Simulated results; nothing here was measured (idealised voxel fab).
The following is a process module called voxel trench capacitor.
In the cross-section labelled cut, the width is 270 nm and each square cell is 5 nm.
Think of the cross-section as a grid of square cells. We describe it in bands, top to bottom, and each band covers one or more rows of those cells. Look at the band entry: it leads with the top's height and the bottom's height in nm. Then it lists the materials left to right, with a width in nm for each. The word "all across" on a single material says that material fills the band edge to edge. The word "blank" is empty space. A quick word on heights: they are counted from 0, and under that level the wafer as it came to us is one material throughout. The lowest band is different from the rest in having no bottom; it simply continues downward, written as in "from 0 down". So if you see something like "30..40" for the width, read it as the top row of the band sitting at the first number and the bottom row at the second, with every row in between moving by the same amount as the last. Any step labelled "no modifications" changed none of the cells in the cross-section. If an empty space has no open way to the top and is at least 8 cells in size, "Enclosed void inventory" lists it, written width x height at distance, where distance is measured from the left edge and every value is in nm. What comes after the settings on a step's line is commentary from the simulator itself on that step. overlay nm: for a step with a mask, the amount by which the mask lay right of where it was planned; a negative amount means left of it.
-- This section lists the process steps that were planned
- 1: RECEIVE, material Si
- 2: CONFORMAL_DEP, material SiN, thk nm 5
- 3: MASKED_ETCH, tone open, mask id TRENCH, width nm 15, pitch nm 40, etch materials SiN, depth nm 5, overlay nm 0
- 4: MASKED_ETCH, tone open, mask id TRENCH, width nm 15, pitch nm 40, etch materials Si, depth nm 30, overlay nm 0
- 5: CONFORMAL_DEP, material Al2O3, thk nm 5
- 6: FILL_DEP, material polySi, thk nm 10
- 7: CMP, height nm 5
-- First of two wafers, processed according to plan
-- as received, after step 1
* from 0 down = Si all across
* Enclosed void inventory: none
-- Cross-section of the wafer after step 2
* from 5 to 0 = SiN all across
* Unchanged below 0.
-- Cross-section of the wafer after step 3
* from 5 to 0 = SiN=85  blank=15  SiN=25  blank=15  SiN=25  blank=15  SiN=90
* Unchanged below 0.
-- Cross-section of the wafer after step 4
* from 5 to 0 = SiN=85  blank=15  SiN=25  blank=15  SiN=25  blank=15  SiN=90
* from 0 to -30 = Si=85  blank=15  Si=25  blank=15  Si=25  blank=15  Si=90
* Unchanged below -30.
-- Cross-section of the wafer after step 5
* from 10 to 5 = Al2O3=90  blank=5  Al2O3=35  blank=5  Al2O3=35  blank=5  Al2O3=95
* from 5 to 0 = SiN=85  Al2O3=5  blank=5  Al2O3=5  SiN=25  Al2O3=5  blank=5  Al2O3=5  SiN=25  Al2O3=5  blank=5  Al2O3=5  SiN=90
* from 0 to -25 = Si=85  Al2O3=5  blank=5  Al2O3=5  Si=25  Al2O3=5  blank=5  Al2O3=5  Si=25  Al2O3=5  blank=5  Al2O3=5  Si=90
* from -25 to -30 = Si=85  Al2O3=15  Si=25  Al2O3=15  Si=25  Al2O3=15  Si=90
* Unchanged below -30.
-- Cross-section of the wafer after step 6
* from 20 to 10 = polySi all across
* from 10 to 5 = Al2O3=90  polySi=5  Al2O3=35  polySi=5  Al2O3=35  polySi=5  Al2O3=95
* from 5 to 0 = SiN=85  Al2O3=5  polySi=5  Al2O3=5  SiN=25  Al2O3=5  polySi=5  Al2O3=5  SiN=25  Al2O3=5  polySi=5  Al2O3=5  SiN=90
* from 0 to -25 = Si=85  Al2O3=5  polySi=5  Al2O3=5  Si=25  Al2O3=5  polySi=5  Al2O3=5  Si=25  Al2O3=5  polySi=5  Al2O3=5  Si=90
* Unchanged below -25.
-- Cross-section of the wafer after step 7
* from 5 to 0 = SiN=85  Al2O3=5  polySi=5  Al2O3=5  SiN=25  Al2O3=5  polySi=5  Al2O3=5  SiN=25  Al2O3=5  polySi=5  Al2O3=5  SiN=90
* Unchanged below 0.
-- Wafer two. Same start, same plan, one slip in execution. Same as wafer one through step 5, inclusive
-- Cross-section of the second wafer when, according to plan, step 6 should have finished
* from 20 to 10 = SiN all across
* from 10 to 5 = Al2O3=90  SiN=5  Al2O3=35  SiN=5  Al2O3=35  SiN=5  Al2O3=95
* from 5 to 0 = SiN=85  Al2O3=5  SiN=5  Al2O3=5  SiN=25  Al2O3=5  SiN=5  Al2O3=5  SiN=25  Al2O3=5  SiN=5  Al2O3=5  SiN=90
* from 0 to -25 = Si=85  Al2O3=5  SiN=5  Al2O3=5  Si=25  Al2O3=5  SiN=5  Al2O3=5  Si=25  Al2O3=5  SiN=5  Al2O3=5  Si=90
* Unchanged below -25.
-- Cross-section of the second wafer when, according to plan, step 7 should have finished
* from 5 to 0 = SiN=85  Al2O3=5  SiN=5  Al2O3=5  SiN=25  Al2O3=5  SiN=5  Al2O3=5  SiN=25  Al2O3=5  SiN=5  Al2O3=5  SiN=90
* Unchanged below 0.
What went wrong in running the wafer? for step 6, the planned setting was not used; the step was instead run as FILL_DEP, material SiN, thk nm 10
Bottom line after processing is that, in cells, the second wafer is up or down on some materials versus the first: 18 more of SiN, 18 fewer of polySi
